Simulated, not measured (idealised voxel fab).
Name of the process module below: voxel self aligned contacts
The figure presents cross-section cut, which has a width of 280 nm and is divided into square cells with an edge length of 5 nm.
Square cells in a grid make up a cross-section in this document, and the grid is given as bands, listed from the top down, each one or more rows of cells.
Top, bottom (nm), then materials left to right with widths (nm); lone material tagged "everywhere" fills the whole band edge to edge; "blank" = empty space.
For the purposes of this specification, 0 denotes the height below which the wafer in its as-received condition is composed wholly of one material, and the lowermost band, lacking a lower limit, extends downward without end, as expressed in "z 0 and below".
Read "30 to 40" as a graded width: first number on top, second number at the bottom, same change between each pair of neighbouring rows.
"everything unchanged" for a step: no cell of the cross-section changed in that step.
Each empty space that has no open way to the top and spans at least 8 cells appears under "Voids, enclosed" as width x height at distance, the distance counted from the left edge, all in nm.
It should be noted that, on the line of a given step, the content following the step's settings is a remark produced by the simulator itself with respect to that step.
overlay nm: right-of-plan distance of the mask on a masked step; negative values mean left-of-plan.

**The planned process steps are enumerated hereunder**
1,RECEIVE [material Si]
2,CONFORMAL_DEP [material SiO2] [thk nm 5]
3,DIRECTIONAL_DEP [material polySi] [thk nm 25]
4,DIRECTIONAL_DEP [material SiN] [thk nm 20]
5,PATTERN [tone cover] [mask id GATE] [material resist] [width nm 30] [pitch nm 55] [thk nm 20] [overlay nm 0]
6,DIRECTIONAL_ETCH [etch materials SiN] [depth nm 20]
7,DIRECTIONAL_ETCH [etch materials polySi] [depth nm 25]
8,STRIP [etch materials resist]
9,CONFORMAL_DEP [material SiN] [thk nm 5]
10,DIRECTIONAL_ETCH [etch materials SiN] [depth nm 5]
11,FILL_DEP [material SiO2] [thk nm 10]
12,CMP [height nm 55]
13,PATTERN [tone open] [mask id CONTACT] [material resist] [width nm 25] [pitch nm 55] [thk nm 15] [overlay nm 0]
14,DIRECTIONAL_ETCH [etch materials SiO2] [depth nm 55]
15,STRIP [etch materials resist]
16,CONFORMAL_DEP [material TiN] [thk nm 5]
17,FILL_DEP [material W] [thk nm 10]
18,CMP [height nm 55]
19,CONFORMAL_DEP [material SiN] [thk nm 5]
What sets these wafers apart? The width nm at step 13. They all start alike, and the plan carries the first wafer's value.

**First of several wafers, received after step 1, in cross-section**
> z 0 and below | Si everywhere
> Voids, enclosed: none

**Wafer cross-section (first of several) - module end, post step 19 (last step)**
> z 60 to 55 | SiN everywhere
> z 55 to 50 | SiO2 100 | TiN 10 | W 5 | TiN 10 | SiO2 30 | TiN 10 | W 5 | TiN 10 | SiO2 100
> z 50 to 30 | SiO2 65 | SiN 40 | TiN 5 | W 5 | TiN 5 | SiN 40 | TiN 5 | W 5 | TiN 5 | SiN 40 | SiO2 65
> z 30 to 5 | SiO2 65 | SiN 5 | polySi 30 | SiN 5 | TiN 5 | W 5 | TiN 5 | SiN 5 | polySi 30 | SiN 5 | TiN 5 | W 5 | TiN 5 | SiN 5 | polySi 30 | SiN 5 | SiO2 65
> z 5 to 0 | SiO2 105 | TiN 15 | SiO2 40 | TiN 15 | SiO2 105
> z 0 and below | Si everywhere
> Voids, enclosed: none

**last wafer at the end**
> z 60 to 55 | SiN everywhere
> z 55 to 50 | SiO2 95 | TiN 15 | W 5 | TiN 20 | SiO2 15 | TiN 15 | W 5 | TiN 20 | SiO2 90
> z 50 to 30 | SiO2 65 | SiN 40 | TiN 5 | W 5 | TiN 5 | SiN 40 | TiN 5 | W 5 | TiN 5 | SiN 40 | SiO2 65
> z 30 to 5 | SiO2 65 | SiN 5 | polySi 30 | SiN 5 | TiN 5 | W 5 | TiN 5 | SiN 5 | polySi 30 | SiN 5 | TiN 5 | W 5 | TiN 5 | SiN 5 | polySi 30 | SiN 5 | SiO2 65
> z 5 to 0 | SiO2 105 | TiN 15 | SiO2 40 | TiN 15 | SiO2 105
> z 0 and below | Si everywhere
> Voids, enclosed: none

**each wafer at the end: cells of each material gained (+) or lost (-) since it was received, then its closed voids**
width nm 25 | +182 SiN | +330 SiO2 | +50 TiN | +20 W | +90 polySi | Voids, enclosed: none
width nm 30 | +182 SiN | +328 SiO2 | +52 TiN | +20 W | +90 polySi | Voids, enclosed: none
width nm 35 | +182 SiN | +326 SiO2 | +54 TiN | +20 W | +90 polySi | Voids, enclosed: none
width nm 40 | +182 SiN | +324 SiO2 | +56 TiN | +20 W | +90 polySi | Voids, enclosed: none
